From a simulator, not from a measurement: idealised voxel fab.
Herein follows the process module entitled voxel self aligned vias.
Section shown: cut. Width: 270 nm. Cell size: 5 nm, square.
Bands, listed from the top down, are how a cross-section gets written in this document; the cross-section itself is a grid of square cells, and a band is one or more rows of them. This entry defines a band. It first specifies the height of the band's top and the height of its bottom in nm, and then specifies the band's materials from left to right, stating each material with its width in nm. The word "edge to edge" identifies a single material that fills the band from edge to edge, while the word "empty" identifies empty space. Height 0 is the level under which the wafer as received is all one material. The lowest band goes on downwards, as in "0 and below". The expression "30 to 40" gives the width at the extremes of the band, the first number at its top row of cells and the second at its bottom row, with the width changing by equal amounts from each row to the next in between. The designation "nothing different", where it is given for a processing step, indicates that no cell of the cross-section was altered in the course of that step. Basically, "Fully closed voids" tells you about the enclosed voids: empty spaces with no open way to the top, 8 cells or bigger, each written width x height at distance, where distance is from the left edge, all in nm. Past the settings on a step's line: simulator remark, on that step. overlay nm: where the mask lay relative to plan, measured to the right, on steps with a mask; negatives go left.

-- Intended process steps
| 1 | RECEIVE (material Si) |
| 2 | CONFORMAL_DEP (material SiO2; thk nm 15) |
| 3 | CONFORMAL_DEP (material SiCN; thk nm 5) |
| 4 | DIRECTIONAL_DEP (material lowk; thk nm 25) |
| 5 | MASKED_ETCH (tone open; mask id LINES; width nm 30; pitch nm 70; etch materials lowk; depth nm 25; overlay nm 0) |
| 6 | CONFORMAL_DEP (material TiN; thk nm 5) |
| 7 | FILL_DEP (material W; thk nm 10) |
| 8 | CMP (height nm 45) |
| 9 | SELECTIVE_ETCH (etch materials W Ru TiN; depth nm 5) |
| 10 | FILL_DEP (material SiN; thk nm 10) |
| 11 | CMP (height nm 45) |
| 12 | DIRECTIONAL_DEP (material lowk; thk nm 15) |
| 13 | DIRECTIONAL_DEP (material aC; thk nm 15) |
| 14 | PATTERN (tone open; mask id VIAS; material resist; width nm 50; pitch nm 70; thk nm 30; overlay nm 0) |
| 15 | DIRECTIONAL_ETCH (etch materials aC; depth nm 15) |
| 16 | STRIP (etch materials resist) |
| 17 | DIRECTIONAL_ETCH (etch materials lowk; depth nm 15) |
| 18 | DIRECTIONAL_ETCH (etch materials SiN; depth nm 5) |
| 19 | STRIP (etch materials aC) |
| 20 | CONFORMAL_DEP (material TiN; thk nm 5) |
| 21 | FILL_DEP (material W; thk nm 5) |
| 22 | CMP (height nm 60) |
| 23 | CONFORMAL_DEP (material SiN; thk nm 5) |

-- Cross-section of the wafer at receipt, which is the condition after step 1
    0 and below | Si edge to edge
    Fully closed voids: none

-- First of two wafers at the end of the module, shown in cross-section; run carried out as planned
    65 down to 60 | SiN edge to edge
    60 down to 50 | lowk=40  TiN=5  W=40  TiN=5  lowk=20  TiN=5  W=40  TiN=5  lowk=20  TiN=5  W=40  TiN=5  lowk=40
    50 down to 45 | lowk=40  TiN=15  W=20  TiN=15  lowk=20  TiN=15  W=20  TiN=15  lowk=20  TiN=15  W=20  TiN=15  lowk=40
    45 down to 40 | lowk=50  TiN=30  lowk=40  TiN=30  lowk=40  TiN=30  lowk=50
    40 down to 25 | lowk=50  TiN=5  W=20  TiN=5  lowk=40  TiN=5  W=20  TiN=5  lowk=40  TiN=5  W=20  TiN=5  lowk=50
    25 down to 20 | lowk=50  TiN=30  lowk=40  TiN=30  lowk=40  TiN=30  lowk=50
    20 down to 15 | SiCN edge to edge
    15 down to 0 | SiO2 edge to edge
    0 and below | Si edge to edge
    Fully closed voids: none

-- Module end: cross-section of wafer two of two. Same start and process plan as the first wafer. One mistake during execution
    65 down to 60 | SiN edge to edge
    60 down to 50 | lowk=35  TiN=5  W=40  TiN=5  lowk=20  TiN=5  W=40  TiN=5  lowk=20  TiN=5  W=40  TiN=5  lowk=45
    50 down to 45 | lowk=35  TiN=20  W=20  TiN=10  lowk=20  TiN=20  W=20  TiN=10  lowk=20  TiN=20  W=20  TiN=10  lowk=45
    45 down to 40 | lowk=50  TiN=30  lowk=40  TiN=30  lowk=40  TiN=30  lowk=50
    40 down to 25 | lowk=50  TiN=5  W=20  TiN=5  lowk=40  TiN=5  W=20  TiN=5  lowk=40  TiN=5  W=20  TiN=5  lowk=50
    25 down to 20 | lowk=50  TiN=30  lowk=40  TiN=30  lowk=40  TiN=30  lowk=50
    20 down to 15 | SiCN edge to edge
    15 down to 0 | SiO2 edge to edge
    0 and below | Si edge to edge
    Fully closed voids: none
what went wrong: step 14, actual vs plan mismatch, actual run PATTERN (tone open; mask id VIAS; material resist; width nm 50; pitch nm 70; thk nm 30; overlay nm -5)
End check, second vs first wafer: material counts in cells match, positions do not.
